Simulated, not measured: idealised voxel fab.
process module | voxel fin reveal
cross-section cut | 240 nm wide | cells 5 nm
A cross-section is a grid of square cells, given in bands from the top down. A band is one or more rows of cells.
Each band's line starts with the height of the band's top and of its bottom, in nm. Then come its materials from left to right, each with its width in nm. One material with "throughout" fills the band from edge to edge. "air" is empty space.
Height 0 is the level under which the wafer as received is all one material. The lowest band goes on downwards, as in "0 down".
A width such as "30 to 40" changes by the same amount from each row of cells to the next, from the band's top row to its bottom row.
"no change" after a step means that no cell of the cross-section changed.
closed voids: empty space of 8 cells or more with no open way to the top, each as width x height at its distance from the left edge, in nm
after a step's settings: what the simulator itself notes on the step
overlay nm, on a step with a mask: how far to the right of its planned place the mask lay; to the left if negative
plan
1 op RECEIVE | material Si
2 op CONFORMAL_DEP | material SiN | thk nm 5
3 op DIRECTIONAL_DEP | material aC | thk nm 15
4 op PATTERN | tone cover | mask id FINS | material resist | width nm 15 | pitch nm 45 | thk nm 35 | overlay nm 0
5 op DIRECTIONAL_ETCH | etch materials aC | depth nm 15
6 op STRIP | etch materials resist
7 op DIRECTIONAL_ETCH | etch materials SiN | depth nm 5
8 op DIRECTIONAL_ETCH | etch materials Si | depth nm 35
9 op STRIP | etch materials aC
10 op FILL_DEP | material SiO2 | thk nm 15
11 op CMP | height nm 5
12 op SELECTIVE_ETCH | etch materials SiO2 | depth nm 30
13 op STRIP | etch materials SiN
14 op CONFORMAL_DEP | material HfO2 | thk nm 5
as received, after step 1
  0 down: Si throughout
  closed voids: none
a wafer at the end: this start, this plan, one mistake
  5 to 0: air 60 | HfO2 25 | air 20 | HfO2 25 | air 20 | HfO2 25 | air 65
  0 to -20: air 60 | HfO2 5 | Si 15 | HfO2 5 | air 20 | HfO2 5 | Si 15 | HfO2 5 | air 20 | HfO2 5 | Si 15 | HfO2 5 | air 65
  -20 to -25: HfO2 65 | Si 15 | HfO2 30 | Si 15 | HfO2 30 | Si 15 | HfO2 70
  -25 to -70: SiO2 65 | Si 15 | SiO2 30 | Si 15 | SiO2 30 | Si 15 | SiO2 70
  -70 down: Si throughout
  closed voids: none
what went wrong: step 8 was run twice
